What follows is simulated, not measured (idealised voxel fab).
process module | voxel quadruple lines
cross-section cut | 150 nm wide | cells 5 nm
A cross-section is a grid of square cells, given in bands from the top down. A band is one or more rows of cells.
Each band's line starts with the height of the band's top and of its bottom, in nm. Then come its materials from left to right, each with its width in nm. One material with "throughout" fills the band from edge to edge. "air" is empty space.
Height 0 is the level under which the wafer as received is all one material. The lowest band goes on downwards, as in "0 down".
A width such as "30 to 40" changes by the same amount from each row of cells to the next, from the band's top row to its bottom row.
"no change" after a step means that no cell of the cross-section changed.
closed voids: empty space of 8 cells or more with no open way to the top, each as width x height at its distance from the left edge, in nm
after a step's settings: what the simulator itself notes on the step
overlay nm, on a step with a mask: how far to the right of its planned place the mask lay; to the left if negative
plan
1 op RECEIVE | material Si
2 op CONFORMAL_DEP | material Al2O3 | thk nm 10
3 op DIRECTIONAL_DEP | material W | thk nm 10
4 op DIRECTIONAL_DEP | material polySi | thk nm 20
5 op DIRECTIONAL_DEP | material aC | thk nm 20
6 op PATTERN | tone cover | mask id MANDREL | material resist | width nm 30 | thk nm 30 | overlay nm 0
7 op DIRECTIONAL_ETCH | etch materials aC | depth nm 20
8 op STRIP | etch materials resist
9 op CONFORMAL_DEP | material SiO2 | thk nm 10
10 op DIRECTIONAL_ETCH | etch materials SiO2 | depth nm 10
11 op STRIP | etch materials aC
12 op DIRECTIONAL_ETCH | etch materials polySi | depth nm 20
13 op STRIP | etch materials SiO2
14 op CONFORMAL_DEP | material SiCN | thk nm 10
15 op DIRECTIONAL_ETCH | etch materials SiCN | depth nm 10
16 op STRIP | etch materials polySi
17 op DIRECTIONAL_ETCH | etch materials W | depth nm 10
18 op STRIP | etch materials SiCN
first wafer, as planned
as received, after step 1
  0 down: Si throughout
  closed voids: none
after step 2
  10 to 0: Al2O3 throughout
  below 0: unchanged
after step 3
  20 to 10: W throughout
  below 10: unchanged
after step 4
  40 to 20: polySi throughout
  below 20: unchanged
after step 5
  60 to 40: aC throughout
  below 40: unchanged
after step 6
  90 to 60: air 60 | resist 30 | air 60
  below 60: unchanged
after step 7
  70 to 60: air 60 | resist 30 | air 60
  60 to 40: air 60 | aC 30 | air 60
  below 40: unchanged
after step 8
  60 to 40: air 60 | aC 30 | air 60
  below 40: unchanged
after step 9
  70 to 60: air 50 | SiO2 50 | air 50
  60 to 50: air 50 | SiO2 10 | aC 30 | SiO2 10 | air 50
  50 to 40: SiO2 60 | aC 30 | SiO2 60
  below 40: unchanged
after step 10
  60 to 40: air 50 | SiO2 10 | aC 30 | SiO2 10 | air 50
  below 40: unchanged
after step 11
  60 to 40: air 50 | SiO2 10 | air 30 | SiO2 10 | air 50
  below 40: unchanged
after step 12
  60 to 40: air 50 | SiO2 10 | air 30 | SiO2 10 | air 50
  40 to 20: air 50 | polySi 10 | air 30 | polySi 10 | air 50
  below 20: unchanged
after step 13
  40 to 20: air 50 | polySi 10 | air 30 | polySi 10 | air 50
  below 20: unchanged
after step 14
  50 to 40: air 40 | SiCN 30 | air 10 | SiCN 30 | air 40
  40 to 30: air 40 | SiCN 10 | polySi 10 | SiCN 10 | air 10 | SiCN 10 | polySi 10 | SiCN 10 | air 40
  30 to 20: SiCN 50 | polySi 10 | SiCN 30 | polySi 10 | SiCN 50
  below 20: unchanged
after step 15
  40 to 20: air 40 | SiCN 10 | polySi 10 | SiCN 10 | air 10 | SiCN 10 | polySi 10 | SiCN 10 | air 40
  below 20: unchanged
after step 16
  40 to 20: air 40 | SiCN 10 | air 10 | SiCN 10 | air 10 | SiCN 10 | air 10 | SiCN 10 | air 40
  below 20: unchanged
after step 17
  40 to 20: air 40 | SiCN 10 | air 10 | SiCN 10 | air 10 | SiCN 10 | air 10 | SiCN 10 | air 40
  20 to 10: air 40 | W 10 | air 10 | W 10 | air 10 | W 10 | air 10 | W 10 | air 40
  below 10: unchanged
after step 18
  20 to 10: air 40 | W 10 | air 10 | W 10 | air 10 | W 10 | air 10 | W 10 | air 40
  below 10: unchanged
second wafer: like start, like plan, one mistake. Through step 5 it matches the first wafer
when step 6 should have ended
  90 to 60: air 55 | resist 30 | air 65
  below 60: unchanged
when step 7 should have ended
  70 to 60: air 55 | resist 30 | air 65
  60 to 40: air 55 | aC 30 | air 65
  below 40: unchanged
when step 8 should have ended
  60 to 40: air 55 | aC 30 | air 65
  below 40: unchanged
when step 9 should have ended
  70 to 60: air 45 | SiO2 50 | air 55
  60 to 50: air 45 | SiO2 10 | aC 30 | SiO2 10 | air 55
  50 to 40: SiO2 55 | aC 30 | SiO2 65
  below 40: unchanged
when step 10 should have ended
  60 to 40: air 45 | SiO2 10 | aC 30 | SiO2 10 | air 55
  below 40: unchanged
when step 11 should have ended
  60 to 40: air 45 | SiO2 10 | air 30 | SiO2 10 | air 55
  below 40: unchanged
when step 12 should have ended
  60 to 40: air 45 | SiO2 10 | air 30 | SiO2 10 | air 55
  40 to 20: air 45 | polySi 10 | air 30 | polySi 10 | air 55
  below 20: unchanged
when step 13 should have ended
  40 to 20: air 45 | polySi 10 | air 30 | polySi 10 | air 55
  below 20: unchanged
when step 14 should have ended
  50 to 40: air 35 | SiCN 30 | air 10 | SiCN 30 | air 45
  40 to 30: air 35 | SiCN 10 | polySi 10 | SiCN 10 | air 10 | SiCN 10 | polySi 10 | SiCN 10 | air 45
  30 to 20: SiCN 45 | polySi 10 | SiCN 30 | polySi 10 | SiCN 55
  below 20: unchanged
when step 15 should have ended
  40 to 20: air 35 | SiCN 10 | polySi 10 | SiCN 10 | air 10 | SiCN 10 | polySi 10 | SiCN 10 | air 45
  below 20: unchanged
when step 16 should have ended
  40 to 20: air 35 | SiCN 10 | air 10 | SiCN 10 | air 10 | SiCN 10 | air 10 | SiCN 10 | air 45
  below 20: unchanged
when step 17 should have ended
  40 to 20: air 35 | SiCN 10 | air 10 | SiCN 10 | air 10 | SiCN 10 | air 10 | SiCN 10 | air 45
  20 to 10: air 35 | W 10 | air 10 | W 10 | air 10 | W 10 | air 10 | W 10 | air 45
  below 10: unchanged
when step 18 should have ended
  20 to 10: air 35 | W 10 | air 10 | W 10 | air 10 | W 10 | air 10 | W 10 | air 45
  below 10: unchanged
what went wrong: step 6 ran as: op PATTERN | tone cover | mask id MANDREL | material resist | width nm 30 | thk nm 30 | overlay nm -5
at the end the second wafer has, in cells: as many of each material as the first, in other places
